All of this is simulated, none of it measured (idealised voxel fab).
Module name: voxel ribs on slabs (process module)
Pictured: cross-section cut, 150 nm wide, on a grid of 5 nm square cells.
Cross-sections here: square-cell grids, written as top-down lists of bands, a band being one or more rows of cells.
Band entry format. Leading values: height of top, height of bottom, nm. Remainder: materials in left-to-right order, each with its width in nm. Special words: "throughout" on a single material, which then fills the band edge to edge; "air", empty space.
A quick word on heights: they are counted from 0, and under that level the wafer as it came to us is one material throughout. The lowest band is different from the rest in having no bottom; it simply continues downward, written as in "0 -> down".
Top row gets the first number, bottom row gets the second, and each row in between changes by the same step: that is how a band width like "30 to 40" works.
The cross-section has no changed cell in any step marked "no alteration".
The entry titled "Catalogued sealed voids" provides the empty spaces that have no open way to the top, restricted to those of 8 cells or more. Each is presented as width x height at distance, the distance being measured from the left edge, with all three in nm.
If you see something after the settings on a step's line, that's the simulator's own remark about that step.
A step line may carry the setting "overlay nm", which, for steps involving a mask, states the distance by which the mask lay to the right of its intended position; negative values denote displacement to the left.
Pairs ahead. Before: cross-section ahead of one process step. After: cross-section once the step is done, shown to the lowest changed band only. Under each pair: that step, with settings. Caution: pairs may come from different runs of this module on the same starting wafer; a pair follows the pair above only where its "Before processing step" entry says so.
### Before processing step
> 0 -> down | Si throughout
> Catalogued sealed voids: none
### Result of Step
> 20 -> 0 | SiO2 throughout
> Nothing below the height 0 has changed.
> Catalogued sealed voids: none
What process step lies between the two cross-sections above? op DIRECTIONAL_DEP | material SiO2 | thk nm 20
Before processing step: The prior state of this step coincides with the post-step cross-section of the pair just above.
### Result of Step
> 45 -> 20 | SiN throughout
> Nothing below the height 20 has changed.
> Catalogued sealed voids: none
What process step lies between the two cross-sections above? op DIRECTIONAL_DEP | material SiN | thk nm 25
Before processing step: The prior state of this step coincides with the post-step cross-section of the pair just above.
### Result of Step
> 65 -> 45 | air 60 nm; resist 30 nm; air 60 nm
> Nothing below the height 45 has changed.
> Catalogued sealed voids: none
What process step lies between the two cross-sections above? op PATTERN | tone cover | mask id RIB | material resist | width nm 30 | thk nm 20 | overlay nm 0
Before processing step: The prior state of this step coincides with the post-step cross-section of the pair just above.
### Result of Step
> 65 -> 45 | air 60 nm; resist 30 nm; air 60 nm
> 45 -> 35 | air 60 nm; SiN 30 nm; air 60 nm
> Nothing below the height 35 has changed.
> Catalogued sealed voids: none
What process step lies between the two cross-sections above? op DIRECTIONAL_ETCH | etch materials SiN | depth nm 10
Before processing step: The prior state of this step coincides with the post-step cross-section of the pair just above.
### Result of Step
> 45 -> 35 | air 60 nm; SiN 30 nm; air 60 nm
> Nothing below the height 35 has changed.
> Catalogued sealed voids: none
What process step lies between the two cross-sections above? op STRIP | etch materials resist
Before processing step: The prior state of this step coincides with the post-step cross-section of the pair just above.
### Result of Step
> 65 -> 45 | air 35 nm; resist 80 nm; air 35 nm
> 45 -> 35 | air 35 nm; resist 25 nm; SiN 30 nm; resist 25 nm; air 35 nm
> Nothing below the height 35 has changed.
> Catalogued sealed voids: none
What process step lies between the two cross-sections above? op PATTERN | tone cover | mask id SLAB | material resist | width nm 80 | thk nm 20 | overlay nm 0
Before processing step: The prior state of this step coincides with the post-step cross-section of the pair just above.
### Result of Step
> 65 -> 45 | air 35 nm; resist 80 nm; air 35 nm
> 45 -> 35 | air 35 nm; resist 25 nm; SiN 30 nm; resist 25 nm; air 35 nm
> 35 -> 20 | air 35 nm; SiN 80 nm; air 35 nm
> Nothing below the height 20 has changed.
> Catalogued sealed voids: none
What process step lies between the two cross-sections above? op DIRECTIONAL_ETCH | etch materials SiN | depth nm 15
Before processing step: The prior state of this step coincides with the post-step cross-section of the pair just above.
### Result of Step
> 45 -> 35 | air 60 nm; SiN 30 nm; air 60 nm
> Nothing below the height 35 has changed.
> Catalogued sealed voids: none
What process step lies between the two cross-sections above? op STRIP | etch materials resist
Before processing step: The prior state of this step coincides with the post-step cross-section of the pair just above.
### Result of Step
> 75 -> 45 | SiO2 throughout
> 45 -> 35 | SiO2 60 nm; SiN 30 nm; SiO2 60 nm
> 35 -> 20 | SiO2 35 nm; SiN 80 nm; SiO2 35 nm
> Nothing below the height 20 has changed.
> Catalogued sealed voids: none
What process step lies between the two cross-sections above? op FILL_DEP | material SiO2 | thk nm 30
Before processing step: The prior state of this step coincides with the post-step cross-section of the pair just above.
### Result of Step
> 65 -> 45 | SiO2 throughout
> Nothing below the height 45 has changed.
> Catalogued sealed voids: none
What process step lies between the two cross-sections above? op CMP | height nm 65
Before processing step: The prior state of this step coincides with the post-step cross-section of the pair just above.
### Result of Step
> 70 -> 65 | W throughout
> Nothing below the height 65 has changed.
> Catalogued sealed voids: none
What process step lies between the two cross-sections above? op DIRECTIONAL_DEP | material W | thk nm 5
Before processing step: The prior state of this step coincides with the post-step cross-section of the pair just above.
### Result of Step
> 70 -> 65 | air 55 nm; W 40 nm; air 55 nm
> Nothing below the height 65 has changed.
> Catalogued sealed voids: none
What process step lies between the two cross-sections above? op MASKED_ETCH | tone cover | mask id HEATER | width nm 40 | etch materials W | depth nm 5 | overlay nm 0
Before processing step: The prior state of this step coincides with the post-step cross-section of the pair just above.
### Result of Step
> 75 -> 70 | air 50 nm; SiO2 50 nm; air 50 nm
> 70 -> 65 | SiO2 55 nm; W 40 nm; SiO2 55 nm
> Nothing below the height 65 has changed.
> Catalogued sealed voids: none
What process step lies between the two cross-sections above? op CONFORMAL_DEP | material SiO2 | thk nm 5
### Before processing step
> 45 -> 20 | SiN throughout
> 20 -> 0 | SiO2 throughout
> 0 -> down | Si throughout
> Catalogued sealed voids: none
### Result of Step
> 70 -> 20 | SiN throughout
> Nothing below the height 20 has changed.
> Catalogued sealed voids: none
What process step lies between the two cross-sections above? op DIRECTIONAL_DEP | material SiN | thk nm 25
Before processing step: The prior state of this step coincides with the post-step cross-section of the pair just above.
### Result of Step
> 90 -> 70 | air 60 nm; resist 30 nm; air 60 nm
> Nothing below the height 70 has changed.
> Catalogued sealed voids: none
What process step lies between the two cross-sections above? op PATTERN | tone cover | mask id RIB | material resist | width nm 30 | thk nm 20 | overlay nm 0
Before processing step: The prior state of this step coincides with the post-step cross-section of the pair just above.
### Result of Step
> 90 -> 70 | air 60 nm; resist 30 nm; air 60 nm
> 70 -> 60 | air 60 nm; SiN 30 nm; air 60 nm
> Nothing below the height 60 has changed.
> Catalogued sealed voids: none
What process step lies between the two cross-sections above? op DIRECTIONAL_ETCH | etch materials SiN | depth nm 10
Before processing step: The prior state of this step coincides with the post-step cross-section of the pair just above.
### Result of Step
> 70 -> 60 | air 60 nm; SiN 30 nm; air 60 nm
> Nothing below the height 60 has changed.
> Catalogued sealed voids: none
What process step lies between the two cross-sections above? op STRIP | etch materials resist
Before processing step: The prior state of this step coincides with the post-step cross-section of the pair just above.
### Result of Step
> 90 -> 70 | air 35 nm; resist 80 nm; air 35 nm
> 70 -> 60 | air 35 nm; resist 25 nm; SiN 30 nm; resist 25 nm; air 35 nm
> Nothing below the height 60 has changed.
> Catalogued sealed voids: none
What process step lies between the two cross-sections above? op PATTERN | tone cover | mask id SLAB | material resist | width nm 80 | thk nm 20 | overlay nm 0
Before processing step: The prior state of this step coincides with the post-step cross-section of the pair just above.
### Result of Step
> 90 -> 70 | air 35 nm; resist 80 nm; air 35 nm
> 70 -> 60 | air 35 nm; resist 25 nm; SiN 30 nm; resist 25 nm; air 35 nm
> 60 -> 45 | air 35 nm; SiN 80 nm; air 35 nm
> Nothing below the height 45 has changed.
> Catalogued sealed voids: none
What process step lies between the two cross-sections above? op DIRECTIONAL_ETCH | etch materials SiN | depth nm 15
Before processing step: The prior state of this step coincides with the post-step cross-section of the pair just above.
### Result of Step
> 70 -> 60 | air 60 nm; SiN 30 nm; air 60 nm
> Nothing below the height 60 has changed.
> Catalogued sealed voids: none
What process step lies between the two cross-sections above? op STRIP | etch materials resist
Before processing step: The prior state of this step coincides with the post-step cross-section of the pair just above.
### Result of Step
> 100 -> 70 | SiO2 throughout
> 70 -> 60 | SiO2 60 nm; SiN 30 nm; SiO2 60 nm
> 60 -> 45 | SiO2 35 nm; SiN 80 nm; SiO2 35 nm
> Nothing below the height 45 has changed.
> Catalogued sealed voids: none
What process step lies between the two cross-sections above? op FILL_DEP | material SiO2 | thk nm 30
Before processing step: The prior state of this step coincides with the post-step cross-section of the pair just above.
### Result of Step
> 65 -> 60 | SiO2 60 nm; SiN 30 nm; SiO2 60 nm
> Nothing below the height 60 has changed.
> Catalogued sealed voids: none
What process step lies between the two cross-sections above? op CMP | height nm 65
Before processing step: The prior state of this step coincides with the post-step cross-section of the pair just above.
### Result of Step
> 70 -> 65 | W throughout
> Nothing below the height 65 has changed.
> Catalogued sealed voids: none
What process step lies between the two cross-sections above? op DIRECTIONAL_DEP | material W | thk nm 5
Before processing step: The prior state of this step coincides with the post-step cross-section of the pair just above.
### Result of Step
> 70 -> 65 | air 55 nm; W 40 nm; air 55 nm
> Nothing below the height 65 has changed.
> Catalogued sealed voids: none
What process step lies between the two cross-sections above? op MASKED_ETCH | tone cover | mask id HEATER | width nm 40 | etch materials W | depth nm 5 | overlay nm 0
Before processing step: The prior state of this step coincides with the post-step cross-section of the pair just above.
### Result of Step
> 75 -> 70 | air 50 nm; SiO2 50 nm; air 50 nm
> 70 -> 65 | SiO2 55 nm; W 40 nm; SiO2 55 nm
> Nothing below the height 65 has changed.
> Catalogued sealed voids: none
What process step lies between the two cross-sections above? op CONFORMAL_DEP | material SiO2 | thk nm 5
### Before processing step
> 20 -> 0 | SiO2 throughout
> 0 -> down | Si throughout
> Catalogued sealed voids: none
### Result of Step
> 40 -> 20 | air 60 nm; resist 30 nm; air 60 nm
> Nothing below the height 20 has changed.
> Catalogued sealed voids: none
What process step lies between the two cross-sections above? op PATTERN | tone cover | mask id RIB | material resist | width nm 30 | thk nm 20 | overlay nm 0
Before processing step: The prior state of this step coincides with the post-step cross-section of the pair just above.
### Result of Step
> 65 -> 45 | air 60 nm; SiN 30 nm; air 60 nm
> 45 -> 40 | SiN throughout
> 40 -> 20 | SiN 60 nm; resist 30 nm; SiN 60 nm
> Nothing below the height 20 has changed.
> Catalogued sealed voids: none
What process step lies between the two cross-sections above? op DIRECTIONAL_DEP | material SiN | thk nm 25
Before processing step: The prior state of this step coincides with the post-step cross-section of the pair just above.
### Result of Step
> 55 -> 40 | air 60 nm; SiN 30 nm; air 60 nm
> 40 -> 35 | air 60 nm; resist 30 nm; air 60 nm
> Nothing below the height 35 has changed.
> Catalogued sealed voids: none
What process step lies between the two cross-sections above? op DIRECTIONAL_ETCH | etch materials SiN | depth nm 10
Before processing step: The prior state of this step coincides with the post-step cross-section of the pair just above.
### Result of Step
> 35 -> 20 | SiN 60 nm; air 30 nm; SiN 60 nm
> Nothing below the height 20 has changed.
> Catalogued sealed voids: none
What process step lies between the two cross-sections above? op STRIP | etch materials resist
Before processing step: The prior state of this step coincides with the post-step cross-section of the pair just above.
### Result of Step
> 55 -> 35 | air 35 nm; resist 80 nm; air 35 nm
> 35 -> 20 | SiN 60 nm; resist 30 nm; SiN 60 nm
> Nothing below the height 20 has changed.
> Catalogued sealed voids: none
What process step lies between the two cross-sections above? op PATTERN | tone cover | mask id SLAB | material resist | width nm 80 | thk nm 20 | overlay nm 0
Before processing step: The prior state of this step coincides with the post-step cross-section of the pair just above.
### Result of Step
> 55 -> 35 | air 35 nm; resist 80 nm; air 35 nm
> 35 -> 20 | air 35 nm; SiN 25 nm; resist 30 nm; SiN 25 nm; air 35 nm
> Nothing below the height 20 has changed.
> Catalogued sealed voids: none
What process step lies between the two cross-sections above? op DIRECTIONAL_ETCH | etch materials SiN | depth nm 15
Before processing step: The prior state of this step coincides with the post-step cross-section of the pair just above.
### Result of Step
> 35 -> 20 | air 35 nm; SiN 25 nm; air 30 nm; SiN 25 nm; air 35 nm
> Nothing below the height 20 has changed.
> Catalogued sealed voids: none
What process step lies between the two cross-sections above? op STRIP | etch materials resist
Before processing step: The prior state of this step coincides with the post-step cross-section of the pair just above.
### Result of Step
> 65 -> 35 | SiO2 throughout
> 35 -> 20 | SiO2 35 nm; SiN 25 nm; SiO2 30 nm; SiN 25 nm; SiO2 35 nm
> Nothing below the height 20 has changed.
> Catalogued sealed voids: none
What process step lies between the two cross-sections above? op FILL_DEP | material SiO2 | thk nm 30
Before processing step: The prior state of this step coincides with the post-step cross-section of the pair just above.
### Result of Step
> 70 -> 65 | W throughout
> Nothing below the height 65 has changed.
> Catalogued sealed voids: none
What process step lies between the two cross-sections above? op DIRECTIONAL_DEP | material W | thk nm 5
Before processing step: The prior state of this step coincides with the post-step cross-section of the pair just above.
### Result of Step
> 70 -> 65 | air 55 nm; W 40 nm; air 55 nm
> Nothing below the height 65 has changed.
> Catalogued sealed voids: none
What process step lies between the two cross-sections above? op MASKED_ETCH | tone cover | mask id HEATER | width nm 40 | etch materials W | depth nm 5 | overlay nm 0
Before processing step: The prior state of this step coincides with the post-step cross-section of the pair just above.
### Result of Step
> 75 -> 70 | air 50 nm; SiO2 50 nm; air 50 nm
> 70 -> 65 | SiO2 55 nm; W 40 nm; SiO2 55 nm
> Nothing below the height 65 has changed.
> Catalogued sealed voids: none
What process step lies between the two cross-sections above? op CONFORMAL_DEP | material SiO2 | thk nm 5
### Before processing step
> 20 -> 0 | SiO2 throughout
> 0 -> down | Si throughout
> Catalogued sealed voids: none
### Result of Step
> 35 -> 20 | SiN throughout
> Nothing below the height 20 has changed.
> Catalogued sealed voids: none
What process step lies between the two cross-sections above? op DIRECTIONAL_DEP | material SiN | thk nm 15
Before processing step: The prior state of this step coincides with the post-step cross-section of the pair just above.
### Result of Step
> 55 -> 35 | air 60 nm; resist 30 nm; air 60 nm
> Nothing below the height 35 has changed.
> Catalogued sealed voids: none
What process step lies between the two cross-sections above? op PATTERN | tone cover | mask id RIB | material resist | width nm 30 | thk nm 20 | overlay nm 0
Before processing step: The prior state of this step coincides with the post-step cross-section of the pair just above.
### Result of Step
> 55 -> 35 | air 60 nm; resist 30 nm; air 60 nm
> 35 -> 25 | air 60 nm; SiN 30 nm; air 60 nm
> Nothing below the height 25 has changed.
> Catalogued sealed voids: none
What process step lies between the two cross-sections above? op DIRECTIONAL_ETCH | etch materials SiN | depth nm 10
Before processing step: The prior state of this step coincides with the post-step cross-section of the pair just above.
### Result of Step
> 35 -> 25 | air 60 nm; SiN 30 nm; air 60 nm
> Nothing below the height 25 has changed.
> Catalogued sealed voids: none
What process step lies between the two cross-sections above? op STRIP | etch materials resist
Before processing step: The prior state of this step coincides with the post-step cross-section of the pair just above.
### Result of Step
> 55 -> 35 | air 35 nm; resist 80 nm; air 35 nm
> 35 -> 25 | air 35 nm; resist 25 nm; SiN 30 nm; resist 25 nm; air 35 nm
> Nothing below the height 25 has changed.
> Catalogued sealed voids: none
What process step lies between the two cross-sections above? op PATTERN | tone cover | mask id SLAB | material resist | width nm 80 | thk nm 20 | overlay nm 0
Before processing step: The prior state of this step coincides with the post-step cross-section of the pair just above.
### Result of Step
> 55 -> 35 | air 35 nm; resist 80 nm; air 35 nm
> 35 -> 25 | air 35 nm; resist 25 nm; SiN 30 nm; resist 25 nm; air 35 nm
> 25 -> 20 | air 35 nm; SiN 80 nm; air 35 nm
> Nothing below the height 20 has changed.
> Catalogued sealed voids: none
What process step lies between the two cross-sections above? op DIRECTIONAL_ETCH | etch materials SiN | depth nm 15
Before processing step: The prior state of this step coincides with the post-step cross-section of the pair just above.
### Result of Step
> 35 -> 25 | air 60 nm; SiN 30 nm; air 60 nm
> Nothing below the height 25 has changed.
> Catalogued sealed voids: none
What process step lies between the two cross-sections above? op STRIP | etch materials resist
Before processing step: The prior state of this step coincides with the post-step cross-section of the pair just above.
### Result of Step
> 65 -> 35 | SiO2 throughout
> 35 -> 25 | SiO2 60 nm; SiN 30 nm; SiO2 60 nm
> 25 -> 20 | SiO2 35 nm; SiN 80 nm; SiO2 35 nm
> Nothing below the height 20 has changed.
> Catalogued sealed voids: none
What process step lies between the two cross-sections above? op FILL_DEP | material SiO2 | thk nm 30
Before processing step: The prior state of this step coincides with the post-step cross-section of the pair just above.
### Result of Step
> 70 -> 65 | W throughout
> Nothing below the height 65 has changed.
> Catalogued sealed voids: none
What process step lies between the two cross-sections above? op DIRECTIONAL_DEP | material W | thk nm 5
Before processing step: The prior state of this step coincides with the post-step cross-section of the pair just above.
### Result of Step
> 70 -> 65 | air 55 nm; W 40 nm; air 55 nm
> Nothing below the height 65 has changed.
> Catalogued sealed voids: none
What process step lies between the two cross-sections above? op MASKED_ETCH | tone cover | mask id HEATER | width nm 40 | etch materials W | depth nm 5 | overlay nm 0
Before processing step: The prior state of this step coincides with the post-step cross-section of the pair just above.
### Result of Step
> 75 -> 70 | air 50 nm; SiO2 50 nm; air 50 nm
> 70 -> 65 | SiO2 55 nm; W 40 nm; SiO2 55 nm
> Nothing below the height 65 has changed.
> Catalogued sealed voids: none
What process step lies between the two cross-sections above? op CONFORMAL_DEP | material SiO2 | thk nm 5
### Before processing step
> 70 -> 65 | W throughout
> 65 -> 45 | SiO2 throughout
> 45 -> 35 | SiO2 60 nm; SiN 30 nm; SiO2 60 nm
> 35 -> 20 | SiO2 35 nm; SiN 80 nm; SiO2 35 nm
> 20 -> 0 | SiO2 throughout
> 0 -> down | Si throughout
> Catalogued sealed voids: none
### Result of Step
> 70 -> 65 | air 50 nm; W 50 nm; air 50 nm
> Nothing below the height 65 has changed.
> Catalogued sealed voids: none
What process step lies between the two cross-sections above? op MASKED_ETCH | tone cover | mask id HEATER | width nm 50 | etch materials W | depth nm 5 | overlay nm 0
Before processing step: The prior state of this step coincides with the post-step cross-section of the pair just above.
### Result of Step
> 75 -> 70 | air 45 nm; SiO2 60 nm; air 45 nm
> 70 -> 65 | SiO2 50 nm; W 50 nm; SiO2 50 nm
> Nothing below the height 65 has changed.
> Catalogued sealed voids: none
What process step lies between the two cross-sections above? op CONFORMAL_DEP | material SiO2 | thk nm 5
### Before processing step
> 45 -> 35 | air 60 nm; SiN 30 nm; air 60 nm
> 35 -> 20 | SiN throughout
> 20 -> 0 | SiO2 throughout
> 0 -> down | Si throughout
> Catalogued sealed voids: none
### Result of Step
> 65 -> 45 | air 45 nm; resist 80 nm; air 25 nm
> 45 -> 35 | air 45 nm; resist 15 nm; SiN 30 nm; resist 35 nm; air 25 nm
> Nothing below the height 35 has changed.
> Catalogued sealed voids: none
What process step lies between the two cross-sections above? op PATTERN | tone cover | mask id SLAB | material resist | width nm 80 | thk nm 20 | overlay nm 10
Before processing step: The prior state of this step coincides with the post-step cross-section of the pair just above.
### Result of Step
> 65 -> 45 | air 45 nm; resist 80 nm; air 25 nm
> 45 -> 35 | air 45 nm; resist 15 nm; SiN 30 nm; resist 35 nm; air 25 nm
> 35 -> 20 | air 45 nm; SiN 80 nm; air 25 nm
> Nothing below the height 20 has changed.
> Catalogued sealed voids: none
What process step lies between the two cross-sections above? op DIRECTIONAL_ETCH | etch materials SiN | depth nm 15
Before processing step: The prior state of this step coincides with the post-step cross-section of the pair just above.
### Result of Step
> 45 -> 35 | air 60 nm; SiN 30 nm; air 60 nm
> Nothing below the height 35 has changed.
> Catalogued sealed voids: none
What process step lies between the two cross-sections above? op STRIP | etch materials resist
Before processing step: The prior state of this step coincides with the post-step cross-section of the pair just above.
### Result of Step
> 75 -> 45 | SiO2 throughout
> 45 -> 35 | SiO2 60 nm; SiN 30 nm; SiO2 60 nm
> 35 -> 20 | SiO2 45 nm; SiN 80 nm; SiO2 25 nm
> Nothing below the height 20 has changed.
> Catalogued sealed voids: none
What process step lies between the two cross-sections above? op FILL_DEP | material SiO2 | thk nm 30
Before processing step: The prior state of this step coincides with the post-step cross-section of the pair just above.
### Result of Step
> 65 -> 45 | SiO2 throughout
> Nothing below the height 45 has changed.
> Catalogued sealed voids: none
What process step lies between the two cross-sections above? op CMP | height nm 65
Before processing step: The prior state of this step coincides with the post-step cross-section of the pair just above.
### Result of Step
> 70 -> 65 | W throughout
> Nothing below the height 65 has changed.
> Catalogued sealed voids: none
What process step lies between the two cross-sections above? op DIRECTIONAL_DEP | material W | thk nm 5
Before processing step: The prior state of this step coincides with the post-step cross-section of the pair just above.
### Result of Step
> 70 -> 65 | air 55 nm; W 40 nm; air 55 nm
> Nothing below the height 65 has changed.
> Catalogued sealed voids: none
What process step lies between the two cross-sections above? op MASKED_ETCH | tone cover | mask id HEATER | width nm 40 | etch materials W | depth nm 5 | overlay nm 0
Before processing step: The prior state of this step coincides with the post-step cross-section of the pair just above.
### Result of Step
> 75 -> 70 | air 50 nm; SiO2 50 nm; air 50 nm
> 70 -> 65 | SiO2 55 nm; W 40 nm; SiO2 55 nm
> Nothing below the height 65 has changed.
> Catalogued sealed voids: none
What process step lies between the two cross-sections above? op CONFORMAL_DEP | material SiO2 | thk nm 5
### Before processing step
> 65 -> 45 | SiO2 throughout
> 45 -> 35 | SiO2 60 nm; SiN 30 nm; SiO2 60 nm
> 35 -> 20 | SiO2 35 nm; SiN 80 nm; SiO2 35 nm
> 20 -> 0 | SiO2 throughout
> 0 -> down | Si throughout
> Catalogued sealed voids: none
### Result of Step
> 70 -> 45 | SiO2 throughout
> Nothing below the height 45 has changed.
> Catalogued sealed voids: none
What process step lies between the two cross-sections above? op DIRECTIONAL_DEP | material SiO2 | thk nm 5
Before processing step: The prior state of this step coincides with the post-step cross-section of the pair just above.
### Result of Step
> 75 -> 45 | SiO2 throughout
> Nothing below the height 45 has changed.
> Catalogued sealed voids: none
What process step lies between the two cross-sections above? op CONFORMAL_DEP | material SiO2 | thk nm 5
### Before processing step
> 70 -> 65 | W throughout
> 65 -> 45 | SiO2 throughout
> 45 -> 35 | SiO2 60 nm; SiN 30 nm; SiO2 60 nm
> 35 -> 20 | SiO2 35 nm; SiN 80 nm; SiO2 35 nm
> 20 -> 0 | SiO2 throughout
> 0 -> down | Si throughout
> Catalogued sealed voids: none
### Result of Step
> 70 -> 65 | W 55 nm; air 40 nm; W 55 nm
> Nothing below the height 65 has changed.
> Catalogued sealed voids: none
What process step lies between the two cross-sections above? op MASKED_ETCH | tone open | mask id HEATER | width nm 40 | etch materials W | depth nm 5 | overlay nm 0
Before processing step: The prior state of this step coincides with the post-step cross-section of the pair just above.
### Result of Step
> 75 -> 70 | SiO2 60 nm; air 30 nm; SiO2 60 nm
> 70 -> 65 | W 55 nm; SiO2 40 nm; W 55 nm
> Nothing below the height 65 has changed.
> Catalogued sealed voids: none
What process step lies between the two cross-sections above? op CONFORMAL_DEP | material SiO2 | thk nm 5
